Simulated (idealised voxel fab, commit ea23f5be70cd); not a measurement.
Name of the process module below: voxel lift off
The cross-section shown here is cut; it is 285 nm wide and divided into square cells measuring 5 nm on a side.
Cross-section, as written here: a square-cell grid given band by band from the top down, where a band holds one or more rows of cells. This entry defines a band. It first specifies the height of the band's top and the height of its bottom in nm, and then specifies the band's materials from left to right, stating each material with its width in nm. The word "everywhere" identifies a single material that fills the band from edge to edge, while the word "empty" identifies empty space. Where do heights start? At 0: under that level the wafer as delivered is made of one material only. And the lowest band has no floor; it just carries on downward, as in "0..down". Quick explanation for "30..40": the width changes in equal steps down the rows of cells, from the first number in the band's top row to the second number in its bottom row. "identical to before" means the step left every cell of the cross-section as it was. Basically, "Closed void register" tells you about the enclosed voids: empty spaces with no open way to the top, 8 cells or bigger, each written width x height at distance, where distance is from the left edge, all in nm. Past the settings on a step's line: simulator remark, on that step. overlay nm: on a step with a mask, how far right of its planned place the mask lay; negative means left.
Planned process steps
1,op RECEIVE | material Si
2,op CONFORMAL_DEP | material Al2O3 | thk nm 5
3,op PATTERN | tone open | mask id LINES | material resist | width nm 15 | pitch nm 40 | thk nm 25 | overlay nm 0
4,op DIRECTIONAL_DEP | material Ru | thk nm 15
5,op STRIP | etch materials resist
6,op CONFORMAL_DEP | material SiN | thk nm 5
Account of the first of two wafers, which was processed as intended
Incoming wafer, cross-sectional view, post step 1
0..down = Si everywhere
Closed void register: none
Wafer after step 2 (cross-section)
5..0 = Al2O3 everywhere
At heights below 0, the structure remains unaltered.
Wafer after step 3 (cross-section)
30..5 = resist: 75; empty: 15; resist: 25; empty: 15; resist: 25; empty: 15; resist: 25; empty: 15; resist: 75
At heights below 5, the structure remains unaltered.
Wafer after step 4 (cross-section)
45..30 = Ru: 75; empty: 15; Ru: 25; empty: 15; Ru: 25; empty: 15; Ru: 25; empty: 15; Ru: 75
30..20 = resist: 75; empty: 15; resist: 25; empty: 15; resist: 25; empty: 15; resist: 25; empty: 15; resist: 75
20..5 = resist: 75; Ru: 15; resist: 25; Ru: 15; resist: 25; Ru: 15; resist: 25; Ru: 15; resist: 75
At heights below 5, the structure remains unaltered.
Wafer after step 5 (cross-section)
20..5 = empty: 75; Ru: 15; empty: 25; Ru: 15; empty: 25; Ru: 15; empty: 25; Ru: 15; empty: 75
At heights below 5, the structure remains unaltered.
Wafer after step 6 (cross-section)
25..20 = empty: 70; SiN: 25; empty: 15; SiN: 25; empty: 15; SiN: 25; empty: 15; SiN: 25; empty: 70
20..10 = empty: 70; SiN: 5; Ru: 15; SiN: 5; empty: 15; SiN: 5; Ru: 15; SiN: 5; empty: 15; SiN: 5; Ru: 15; SiN: 5; empty: 15; SiN: 5; Ru: 15; SiN: 5; empty: 70
10..5 = SiN: 75; Ru: 15; SiN: 25; Ru: 15; SiN: 25; Ru: 15; SiN: 25; Ru: 15; SiN: 75
At heights below 5, the structure remains unaltered.
Wafer two of the pair: same origin, same plan, one error during the run; identical to wafer one up to and including step 2
When step 3 should have ended
30..5 = empty: 75; resist: 15; empty: 25; resist: 15; empty: 25; resist: 15; empty: 25; resist: 15; empty: 75
At heights below 5, the structure remains unaltered.
When step 4 should have ended
45..30 = empty: 75; Ru: 15; empty: 25; Ru: 15; empty: 25; Ru: 15; empty: 25; Ru: 15; empty: 75
30..20 = empty: 75; resist: 15; empty: 25; resist: 15; empty: 25; resist: 15; empty: 25; resist: 15; empty: 75
20..5 = Ru: 75; resist: 15; Ru: 25; resist: 15; Ru: 25; resist: 15; Ru: 25; resist: 15; Ru: 75
At heights below 5, the structure remains unaltered.
When step 5 should have ended
20..5 = Ru: 75; empty: 15; Ru: 25; empty: 15; Ru: 25; empty: 15; Ru: 25; empty: 15; Ru: 75
At heights below 5, the structure remains unaltered.
When step 6 should have ended
25..20 = SiN: 80; empty: 5; SiN: 35; empty: 5; SiN: 35; empty: 5; SiN: 35; empty: 5; SiN: 80
20..10 = Ru: 75; SiN: 5; empty: 5; SiN: 5; Ru: 25; SiN: 5; empty: 5; SiN: 5; Ru: 25; SiN: 5; empty: 5; SiN: 5; Ru: 25; SiN: 5; empty: 5; SiN: 5; Ru: 75
10..5 = Ru: 75; SiN: 15; Ru: 25; SiN: 15; Ru: 25; SiN: 15; Ru: 25; SiN: 15; Ru: 75
At heights below 5, the structure remains unaltered.
Deviation noted in wafer processing: step 3 ran as: op PATTERN | tone cover | mask id LINES | material resist | width nm 15 | pitch nm 40 | thk nm 25 | overlay nm 0
Bottom line after processing is that, in cells, the second wafer is up or down on some materials versus the first: Ru +99
